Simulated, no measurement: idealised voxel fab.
A process module follows: voxel air gaps.
Cross-section cut: width 165 nm, square cells of 5 nm.
Cross-section spec: square-cell grid; bands listed top down; each band is one or more rows. Within each band entry, the heights of the top and of the bottom of the band appear first, in that order and in nm; the materials of the band then follow from left to right, each with its corresponding width in nm. The designation "throughout" on a single material indicates that it fills the band from edge to edge; the designation "empty" indicates empty space. Heads up on the height convention: 0 is the point under which the incoming wafer is all one material, and the lowest band has no bottom, it just keeps going down, like "0 -> down". With a width like "30 to 40", each row of cells in the band differs from the next by the same amount, the top row carrying the first number and the bottom row the second. Basically "nothing was modified" means that step didn't change any cell in the cross-section. If an empty space has no open way to the top and is at least 8 cells in size, "Closed cavities" lists it, written width x height at distance, where distance is measured from the left edge and every value is in nm. Note: text after step settings on the step line = simulator remark on that step. Steps that use a mask can have "overlay nm" on their line. It says how far the mask sat to the right of where it was meant to be. Negative means to the left.
### The process steps that were planned are listed below
1. op RECEIVE | material Si
2. op CONFORMAL_DEP | material SiO2 | thk nm 10
3. op CONFORMAL_DEP | material SiN | thk nm 5
4. op DIRECTIONAL_DEP | material lowk | thk nm 35
5. op PATTERN | tone open | mask id LINES | material resist | width nm 15 | pitch nm 40 | thk nm 15 | overlay nm 0
6. op DIRECTIONAL_ETCH | etch materials lowk | depth nm 35
7. op STRIP | etch materials resist
8. op CONFORMAL_DEP | material TiN | thk nm 5
9. op FILL_DEP | material W | thk nm 5
10. op CMP | height nm 50
11. op EPI | material Ru | thk nm 10
12. op SELECTIVE_ETCH | etch materials lowk | depth nm 45
13. op CONFORMAL_DEP | material SiCN | thk nm 5
### First out of two wafers; run went to plan
### Cross-section of the wafer as it came to us, i.e., already through step 1
* 0 -> down = Si throughout
* Closed cavities: none
### Wafer after step 2 (cross-section)
* 10 -> 0 = SiO2 throughout
* Below 0, the layers are the same as they were.
### Wafer after step 3 (cross-section)
* 15 -> 10 = SiN throughout
* Below 10, the layers are the same as they were.
### Wafer after step 4 (cross-section)
* 50 -> 15 = lowk throughout
* Below 15, the layers are the same as they were.
### Wafer after step 5 (cross-section)
* 65 -> 50 = 35 nm resist, 15 nm empty, 25 nm resist, 15 nm empty, 25 nm resist, 15 nm empty, 35 nm resist
* Below 50, the layers are the same as they were.
### Wafer after step 6 (cross-section)
* 65 -> 50 = 35 nm resist, 15 nm empty, 25 nm resist, 15 nm empty, 25 nm resist, 15 nm empty, 35 nm resist
* 50 -> 15 = 35 nm lowk, 15 nm empty, 25 nm lowk, 15 nm empty, 25 nm lowk, 15 nm empty, 35 nm lowk
* Below 15, the layers are the same as they were.
### Wafer after step 7 (cross-section)
* 50 -> 15 = 35 nm lowk, 15 nm empty, 25 nm lowk, 15 nm empty, 25 nm lowk, 15 nm empty, 35 nm lowk
* Below 15, the layers are the same as they were.
### Wafer after step 8 (cross-section)
* 55 -> 50 = 40 nm TiN, 5 nm empty, 35 nm TiN, 5 nm empty, 35 nm TiN, 5 nm empty, 40 nm TiN
* 50 -> 20 = 35 nm lowk, 5 nm TiN, 5 nm empty, 5 nm TiN, 25 nm lowk, 5 nm TiN, 5 nm empty, 5 nm TiN, 25 nm lowk, 5 nm TiN, 5 nm empty, 5 nm TiN, 35 nm lowk
* 20 -> 15 = 35 nm lowk, 15 nm TiN, 25 nm lowk, 15 nm TiN, 25 nm lowk, 15 nm TiN, 35 nm lowk
* Below 15, the layers are the same as they were.
### Wafer after step 9 (cross-section)
* 60 -> 55 = W throughout
* 55 -> 50 = 40 nm TiN, 5 nm W, 35 nm TiN, 5 nm W, 35 nm TiN, 5 nm W, 40 nm TiN
* 50 -> 20 = 35 nm lowk, 5 nm TiN, 5 nm W, 5 nm TiN, 25 nm lowk, 5 nm TiN, 5 nm W, 5 nm TiN, 25 nm lowk, 5 nm TiN, 5 nm W, 5 nm TiN, 35 nm lowk
* Below 20, the layers are the same as they were.
### Wafer after step 10 (cross-section)
* 50 -> 20 = 35 nm lowk, 5 nm TiN, 5 nm W, 5 nm TiN, 25 nm lowk, 5 nm TiN, 5 nm W, 5 nm TiN, 25 nm lowk, 5 nm TiN, 5 nm W, 5 nm TiN, 35 nm lowk
* Below 20, the layers are the same as they were.
### Wafer after step 11 (cross-section)
* 60 -> 50 = 25 nm empty, 35 nm Ru, 5 nm empty, 35 nm Ru, 5 nm empty, 35 nm Ru, 25 nm empty
* Below 50, the layers are the same as they were.
### Wafer after step 12 (cross-section)
* 60 -> 50 = 25 nm empty, 35 nm Ru, 5 nm empty, 35 nm Ru, 5 nm empty, 35 nm Ru, 25 nm empty
* 50 -> 20 = 35 nm empty, 5 nm TiN, 5 nm W, 5 nm TiN, 25 nm empty, 5 nm TiN, 5 nm W, 5 nm TiN, 25 nm empty, 5 nm TiN, 5 nm W, 5 nm TiN, 35 nm empty
* 20 -> 15 = 35 nm empty, 15 nm TiN, 25 nm empty, 15 nm TiN, 25 nm empty, 15 nm TiN, 35 nm empty
* Below 15, the layers are the same as they were.
### Wafer after step 13 (cross-section)
* 65 -> 60 = 20 nm empty, 125 nm SiCN, 20 nm empty
* 60 -> 50 = 20 nm empty, 5 nm SiCN, 35 nm Ru, 5 nm SiCN, 35 nm Ru, 5 nm SiCN, 35 nm Ru, 5 nm SiCN, 20 nm empty
* 50 -> 45 = 20 nm empty, 15 nm SiCN, 5 nm TiN, 5 nm W, 5 nm TiN, 25 nm SiCN, 5 nm TiN, 5 nm W, 5 nm TiN, 25 nm SiCN, 5 nm TiN, 5 nm W, 5 nm TiN, 15 nm SiCN, 20 nm empty
* 45 -> 20 = 30 nm empty, 5 nm SiCN, 5 nm TiN, 5 nm W, 5 nm TiN, 5 nm SiCN, 15 nm empty, 5 nm SiCN, 5 nm TiN, 5 nm W, 5 nm TiN, 5 nm SiCN, 15 nm empty, 5 nm SiCN, 5 nm TiN, 5 nm W, 5 nm TiN, 5 nm SiCN, 30 nm empty
* 20 -> 15 = 35 nm SiCN, 15 nm TiN, 25 nm SiCN, 15 nm TiN, 25 nm SiCN, 15 nm TiN, 35 nm SiCN
* Below 15, the layers are the same as they were.
* Closed cavities: 15 x 25 at 55; 15 x 25 at 95
### Companion wafer, the second of two: same beginning, same intended sequence, one mistake in carrying it out; through step 4 inclusive it tracks the first exactly
### Second wafer, sectioned view, at step 5's planned end time
* 65 -> 50 = 30 nm resist, 25 nm empty, 15 nm resist, 25 nm empty, 15 nm resist, 25 nm empty, 30 nm resist
* Below 50, the layers are the same as they were.
### Second wafer, sectioned view, at step 6's planned end time
* 65 -> 50 = 30 nm resist, 25 nm empty, 15 nm resist, 25 nm empty, 15 nm resist, 25 nm empty, 30 nm resist
* 50 -> 15 = 30 nm lowk, 25 nm empty, 15 nm lowk, 25 nm empty, 15 nm lowk, 25 nm empty, 30 nm lowk
* Below 15, the layers are the same as they were.
### Second wafer, sectioned view, at step 7's planned end time
* 50 -> 15 = 30 nm lowk, 25 nm empty, 15 nm lowk, 25 nm empty, 15 nm lowk, 25 nm empty, 30 nm lowk
* Below 15, the layers are the same as they were.
### Second wafer, sectioned view, at step 8's planned end time
* 55 -> 50 = 35 nm TiN, 15 nm empty, 25 nm TiN, 15 nm empty, 25 nm TiN, 15 nm empty, 35 nm TiN
* 50 -> 20 = 30 nm lowk, 5 nm TiN, 15 nm empty, 5 nm TiN, 15 nm lowk, 5 nm TiN, 15 nm empty, 5 nm TiN, 15 nm lowk, 5 nm TiN, 15 nm empty, 5 nm TiN, 30 nm lowk
* 20 -> 15 = 30 nm lowk, 25 nm TiN, 15 nm lowk, 25 nm TiN, 15 nm lowk, 25 nm TiN, 30 nm lowk
* Below 15, the layers are the same as they were.
### Second wafer, sectioned view, at step 9's planned end time
* 60 -> 55 = W throughout
* 55 -> 50 = 35 nm TiN, 15 nm W, 25 nm TiN, 15 nm W, 25 nm TiN, 15 nm W, 35 nm TiN
* 50 -> 20 = 30 nm lowk, 5 nm TiN, 15 nm W, 5 nm TiN, 15 nm lowk, 5 nm TiN, 15 nm W, 5 nm TiN, 15 nm lowk, 5 nm TiN, 15 nm W, 5 nm TiN, 30 nm lowk
* Below 20, the layers are the same as they were.
### Second wafer, sectioned view, at step 10's planned end time
* 50 -> 20 = 30 nm lowk, 5 nm TiN, 15 nm W, 5 nm TiN, 15 nm lowk, 5 nm TiN, 15 nm W, 5 nm TiN, 15 nm lowk, 5 nm TiN, 15 nm W, 5 nm TiN, 30 nm lowk
* Below 20, the layers are the same as they were.
### Second wafer, sectioned view, at step 11's planned end time
* 60 -> 50 = 20 nm empty, 125 nm Ru, 20 nm empty
* Below 50, the layers are the same as they were.
### Second wafer, sectioned view, at step 12's planned end time
* 60 -> 50 = 20 nm empty, 125 nm Ru, 20 nm empty
* 50 -> 20 = 30 nm empty, 5 nm TiN, 15 nm W, 5 nm TiN, 15 nm lowk, 5 nm TiN, 15 nm W, 5 nm TiN, 15 nm lowk, 5 nm TiN, 15 nm W, 5 nm TiN, 30 nm empty
* 20 -> 15 = 30 nm empty, 25 nm TiN, 15 nm lowk, 25 nm TiN, 15 nm lowk, 25 nm TiN, 30 nm empty
* Below 15, the layers are the same as they were.
### Second wafer, sectioned view, at step 13's planned end time
* 65 -> 60 = 15 nm empty, 135 nm SiCN, 15 nm empty
* 60 -> 50 = 15 nm empty, 5 nm SiCN, 125 nm Ru, 5 nm SiCN, 15 nm empty
* 50 -> 45 = 15 nm empty, 15 nm SiCN, 5 nm TiN, 15 nm W, 5 nm TiN, 15 nm lowk, 5 nm TiN, 15 nm W, 5 nm TiN, 15 nm lowk, 5 nm TiN, 15 nm W, 5 nm TiN, 15 nm SiCN, 15 nm empty
* 45 -> 20 = 25 nm empty, 5 nm SiCN, 5 nm TiN, 15 nm W, 5 nm TiN, 15 nm lowk, 5 nm TiN, 15 nm W, 5 nm TiN, 15 nm lowk, 5 nm TiN, 15 nm W, 5 nm TiN, 5 nm SiCN, 25 nm empty
* 20 -> 15 = 30 nm SiCN, 25 nm TiN, 15 nm lowk, 25 nm TiN, 15 nm lowk, 25 nm TiN, 30 nm SiCN
* Below 15, the layers are the same as they were.
Heads up, the wafer didn't run the way we planned it: step 5, actual vs plan mismatch, actual run op PATTERN | tone open | mask id LINES | material resist | width nm 25 | pitch nm 40 | thk nm 15 | overlay nm 0
It is noted that, at the conclusion of processing, the second wafer exhibits a higher or lower cell count for certain materials relative to the first: Ru +8 | SiCN -44 | TiN +6 | W +36 | lowk +42
The first wafer finishes with 2 closed voids, while the second finishes with 0.
